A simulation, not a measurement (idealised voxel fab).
The following process module bears the name voxel released beams.
FYI the section here is cut, 200 nm wide, cells are 5 nm squares.
A cross-section is a grid of square cells, given in bands from the top down. A band is one or more rows of cells. This entry defines a band. It first specifies the height of the band's top and the height of its bottom in nm, and then specifies the band's materials from left to right, stating each material with its width in nm. The word "everywhere" identifies a single material that fills the band from edge to edge, while the word "empty" identifies empty space. Note: height 0 marks the level under which the wafer is uniformly one material as received. Lowest band unbounded below, written "0..down". When a width is written as two numbers, as in "30->40", the first number is the width in the top row of cells of the band and the second is the width in its bottom row, and the width changes by the same amount from each row to the next. When a step is marked "changes: none", none of the cells in the cross-section changed during that step. The entry "Voids, fully enclosed" lists the empty spaces that cover at least 8 cells and have no open path to the top. Each is written as width x height at distance, where the distance is measured from the left edge and all three values are in nm. On a step's line, text after the settings is the simulator commenting on that step. The optional step-line setting "overlay nm" applies to steps with a mask and quantifies how far to the right of its planned location the mask lay, a negative value indicating leftward placement.
Here's what the planned process steps look like
1) RECEIVE,material Si
2) CONFORMAL_DEP,material Al2O3,thk nm 5
3) DIRECTIONAL_DEP,material SiO2,thk nm 15
4) DIRECTIONAL_DEP,material aC,thk nm 10
5) PATTERN,tone open,mask id ANCHOR,material resist,width nm 25,thk nm 30,overlay nm 0
6) DIRECTIONAL_ETCH,etch materials aC,depth nm 10
7) STRIP,etch materials resist
8) DIRECTIONAL_ETCH,etch materials SiO2,depth nm 15
9) STRIP,etch materials aC
10) CONFORMAL_DEP,material W,thk nm 10
11) PATTERN,tone cover,mask id BEAM,material resist,width nm 70,thk nm 15,overlay nm 0
12) DIRECTIONAL_ETCH,etch materials W,depth nm 10
13) STRIP,etch materials resist
14) STRIP,etch materials SiO2
Received-state cross-section, reflecting completion of step 1
- 0..down | Si everywhere
- Voids, fully enclosed: none
Post-module cross-section of the first of two wafers (run per plan)
- 30..20 | 60 nm empty | 15 nm W | 5 nm empty | 50 nm W | 70 nm empty
- 20..15 | 65 nm empty | 10 nm W | 5 nm empty | 10 nm W | 110 nm empty
- 15..5 | 65 nm empty | 25 nm W | 110 nm empty
- 5..0 | Al2O3 everywhere
- 0..down | Si everywhere
- Voids, fully enclosed: none
End of module, second wafer, cross-section. Started like the first, planned like the first, run with one mistake
- 30..20 | 60 nm empty | 70 nm W | 70 nm empty
- 20..15 | Al2O3 everywhere
- 15..0 | SiO2 everywhere
- 0..down | Si everywhere
- Voids, fully enclosed: none
Nonconformance to the process plan: swap of plan steps 2 and 3 during execution
Final tally in cells, some materials are higher or lower on the second wafer than on the first: SiO2 +120 | W -12
